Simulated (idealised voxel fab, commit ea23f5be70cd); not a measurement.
process module | voxel wiring stack
cross-section cut | 180 nm wide | cells 5 nm
A cross-section is a grid of square cells, given in bands from the top down. A band is one or more rows of cells.
Each band's line starts with the height of the band's top and of its bottom, in nm. Then come its materials from left to right, each with its width in nm. One material with "throughout" fills the band from edge to edge. "air" is empty space.
Height 0 is the level under which the wafer as received is all one material. The lowest band goes on downwards, as in "0 down".
A width such as "30 to 40" changes by the same amount from each row of cells to the next, from the band's top row to its bottom row.
"no change" after a step means that no cell of the cross-section changed.
closed voids: empty space of 8 cells or more with no open way to the top, each as width x height at its distance from the left edge, in nm
after a step's settings: what the simulator itself notes on the step
overlay nm, on a step with a mask: how far to the right of its planned place the mask lay; to the left if negative
plan
1 op RECEIVE | material Si
2 op CONFORMAL_DEP | material SiO2 | thk nm 15
3 op DIRECTIONAL_DEP | material TiN | thk nm 5
4 op DIRECTIONAL_DEP | material W | thk nm 20
5 op DIRECTIONAL_DEP | material aC | thk nm 15
6 op PATTERN | tone cover | mask id METAL_1 | material resist | width nm 30 | pitch nm 50 | thk nm 30 | overlay nm 0
7 op DIRECTIONAL_ETCH | etch materials aC | depth nm 15
8 op STRIP | etch materials resist
9 op DIRECTIONAL_ETCH | etch materials W | depth nm 20
10 op DIRECTIONAL_ETCH | etch materials TiN | depth nm 5
11 op STRIP | etch materials aC
12 op CONFORMAL_DEP | material SiCN | thk nm 5
13 op FILL_DEP | material lowk | thk nm 10
14 op CMP | height nm 40
15 op CONFORMAL_DEP | material SiCN | thk nm 5
16 op DIRECTIONAL_DEP | material lowk | thk nm 30
17 op DIRECTIONAL_DEP | material aC | thk nm 15
18 op PATTERN | tone open | mask id METAL_2_HOLES | material resist | width nm 15 | pitch nm 50 | thk nm 35 | overlay nm 0
19 op DIRECTIONAL_ETCH | etch materials aC | depth nm 15
20 op STRIP | etch materials resist
21 op DIRECTIONAL_ETCH | etch materials lowk | depth nm 30
22 op STRIP | etch materials aC
23 op MASKED_ETCH | tone open | mask id METAL_2 | width nm 30 | pitch nm 50 | etch materials lowk | depth nm 15 | overlay nm 0
24 op MASKED_ETCH | tone open | mask id METAL_2 | width nm 30 | pitch nm 50 | etch materials SiCN | depth nm 5 | overlay nm 0
25 op CONFORMAL_DEP | material TiN | thk nm 5
26 op FILL_DEP | material Cu | thk nm 5
27 op CMP | height nm 75
28 op CONFORMAL_DEP | material SiCN | thk nm 5
29 op DIRECTIONAL_DEP | material SiO2 | thk nm 20
30 op DIRECTIONAL_DEP | material aC | thk nm 15
31 op PATTERN | tone open | mask id PLUG_2 | material resist | width nm 15 | pitch nm 100 | thk nm 30 | overlay nm 0
32 op DIRECTIONAL_ETCH | etch materials aC | depth nm 15
33 op STRIP | etch materials resist
34 op DIRECTIONAL_ETCH | etch materials SiO2 | depth nm 20
35 op DIRECTIONAL_ETCH | etch materials SiCN | depth nm 5
36 op STRIP | etch materials aC
37 op CONFORMAL_DEP | material TiN | thk nm 5
38 op FILL_DEP | material W | thk nm 10
39 op CMP | height nm 100
40 op CONFORMAL_DEP | material SiN | thk nm 5
41 op DIRECTIONAL_DEP | material SiO2 | thk nm 25
42 op DIRECTIONAL_DEP | material aC | thk nm 10
43 op PATTERN | tone open | mask id METAL_3 | material resist | width nm 30 | pitch nm 50 | thk nm 25 | overlay nm 0
44 op DIRECTIONAL_ETCH | etch materials aC | depth nm 10
45 op STRIP | etch materials resist
46 op DIRECTIONAL_ETCH | etch materials SiO2 | depth nm 25
47 op DIRECTIONAL_ETCH | etch materials SiN | depth nm 5
48 op STRIP | etch materials aC
49 op CONFORMAL_DEP | material TiN | thk nm 5
50 op FILL_DEP | material Cu | thk nm 5
51 op CMP | height nm 130
52 op EPI | material Ru | thk nm 5
53 op FILL_DEP | material SiCN | thk nm 5
54 op DIRECTIONAL_DEP | material SiO2 | thk nm 15
55 op MASKED_ETCH | tone open | mask id PLUG_3 | width nm 15 | pitch nm 50 | etch materials SiO2 | depth nm 15 | overlay nm 0
56 op MASKED_ETCH | tone open | mask id PLUG_3 | width nm 15 | pitch nm 50 | etch materials SiCN | depth nm 5 | overlay nm 0
57 op CONFORMAL_DEP | material TiN | thk nm 5
58 op FILL_DEP | material Cu | thk nm 10
59 op CMP | height nm 155
60 op CONFORMAL_DEP | material SiN | thk nm 5
61 op DIRECTIONAL_DEP | material lowk | thk nm 20
62 op PATTERN | tone open | mask id METAL_4 | material resist | width nm 30 | pitch nm 50 | thk nm 15 | overlay nm 0
63 op DIRECTIONAL_ETCH | etch materials lowk | depth nm 20
64 op DIRECTIONAL_ETCH | etch materials SiN | depth nm 5
65 op STRIP | etch materials resist
66 op CONFORMAL_DEP | material TiN | thk nm 5
67 op FILL_DEP | material W | thk nm 10
68 op CMP | height nm 180
69 op CONFORMAL_DEP | material SiCN | thk nm 5
as received, after step 1
  0 down: Si throughout
  closed voids: none
first wafer at the end, as planned
  185 to 180: SiCN throughout
  180 to 160: lowk 25 | TiN 5 | W 20 | TiN 5 | lowk 20 | TiN 5 | W 20 | TiN 5 | lowk 20 | TiN 5 | W 20 | TiN 5 | lowk 25
  160 to 155: SiN 25 | TiN 30 | SiN 20 | TiN 30 | SiN 20 | TiN 30 | SiN 25
  155 to 140: SiO2 25 | TiN 5 | Cu 5 | TiN 5 | SiO2 35 | TiN 5 | Cu 5 | TiN 5 | SiO2 35 | TiN 5 | Cu 5 | TiN 5 | SiO2 40
  140 to 135: SiCN 25 | TiN 15 | SiCN 35 | TiN 15 | SiCN 35 | TiN 15 | SiCN 40
  135 to 130: SiCN 20 | Ru 40 | SiCN 10 | Ru 40 | SiCN 10 | Ru 40 | SiCN 20
  130 to 105: SiO2 25 | TiN 5 | Cu 20 | TiN 5 | SiO2 20 | TiN 5 | Cu 20 | TiN 5 | SiO2 20 | TiN 5 | Cu 20 | TiN 5 | SiO2 25
  105 to 100: SiN 25 | TiN 30 | SiN 20 | TiN 30 | SiN 20 | TiN 30 | SiN 25
  100 to 80: SiO2 25 | TiN 5 | W 5 | TiN 5 | SiO2 85 | TiN 5 | W 5 | TiN 5 | SiO2 40
  80 to 75: SiCN 25 | TiN 15 | SiCN 85 | TiN 15 | SiCN 40
  75 to 65: lowk 25 | TiN 5 | Cu 20 | TiN 5 | lowk 20 | TiN 5 | Cu 20 | TiN 5 | lowk 20 | TiN 5 | Cu 20 | TiN 5 | lowk 25
  65 to 60: lowk 25 | TiN 5 | Cu 5 | TiN 20 | lowk 20 | TiN 5 | Cu 5 | TiN 20 | lowk 20 | TiN 5 | Cu 5 | TiN 20 | lowk 25
  60 to 45: lowk 25 | TiN 5 | Cu 5 | TiN 5 | lowk 35 | TiN 5 | Cu 5 | TiN 5 | lowk 35 | TiN 5 | Cu 5 | TiN 5 | lowk 40
  45 to 40: SiCN 25 | TiN 15 | SiCN 35 | TiN 15 | SiCN 35 | TiN 15 | SiCN 40
  40 to 20: lowk 20 | SiCN 5 | W 30 | SiCN 5 | lowk 10 | SiCN 5 | W 30 | SiCN 5 | lowk 10 | SiCN 5 | W 30 | SiCN 5 | lowk 20
  20 to 15: SiCN 25 | TiN 30 | SiCN 20 | TiN 30 | SiCN 20 | TiN 30 | SiCN 25
  15 to 0: SiO2 throughout
  0 down: Si throughout
  closed voids: none
second wafer at the end: like start, like plan, one mistake
  185 to 180: SiCN throughout
  180 to 160: lowk 25 | TiN 5 | W 20 | TiN 5 | lowk 20 | TiN 5 | W 20 | TiN 5 | lowk 20 | TiN 5 | W 20 | TiN 5 | lowk 25
  160 to 155: SiN 25 | TiN 30 | SiN 20 | TiN 30 | SiN 20 | TiN 30 | SiN 25
  155 to 140: SiO2 25 | TiN 5 | Cu 5 | TiN 5 | SiO2 35 | TiN 5 | Cu 5 | TiN 5 | SiO2 35 | TiN 5 | Cu 5 | TiN 5 | SiO2 40
  140 to 135: SiCN 25 | TiN 15 | SiCN 35 | TiN 15 | SiCN 35 | TiN 15 | SiCN 40
  135 to 130: SiCN 20 | Ru 40 | SiCN 10 | Ru 40 | SiCN 10 | Ru 40 | SiCN 20
  130 to 105: SiO2 25 | TiN 5 | Cu 20 | TiN 5 | SiO2 20 | TiN 5 | Cu 20 | TiN 5 | SiO2 20 | TiN 5 | Cu 20 | TiN 5 | SiO2 25
  105 to 100: SiN 25 | TiN 30 | SiN 20 | TiN 30 | SiN 20 | TiN 30 | SiN 25
  100 to 80: SiO2 25 | TiN 5 | W 5 | TiN 5 | SiO2 85 | TiN 5 | W 5 | TiN 5 | SiO2 40
  80 to 75: SiCN 25 | TiN 15 | SiCN 85 | TiN 15 | SiCN 40
  75 to 45: lowk 25 | TiN 5 | Cu 20 | TiN 5 | lowk 20 | TiN 5 | Cu 20 | TiN 5 | lowk 20 | TiN 5 | Cu 20 | TiN 5 | lowk 25
  45 to 40: SiCN 25 | TiN 30 | SiCN 20 | TiN 30 | SiCN 20 | TiN 30 | SiCN 25
  40 to 20: lowk 20 | SiCN 5 | W 30 | SiCN 5 | lowk 10 | SiCN 5 | W 30 | SiCN 5 | lowk 10 | SiCN 5 | W 30 | SiCN 5 | lowk 20
  20 to 15: SiCN 25 | TiN 30 | SiCN 20 | TiN 30 | SiCN 20 | TiN 30 | SiCN 25
  15 to 0: SiO2 throughout
  0 down: Si throughout
  closed voids: none
what went wrong: step 23 was run twice
at the end the second wafer has, in cells: 36 more of Cu | 9 fewer of SiCN | 27 fewer of lowk
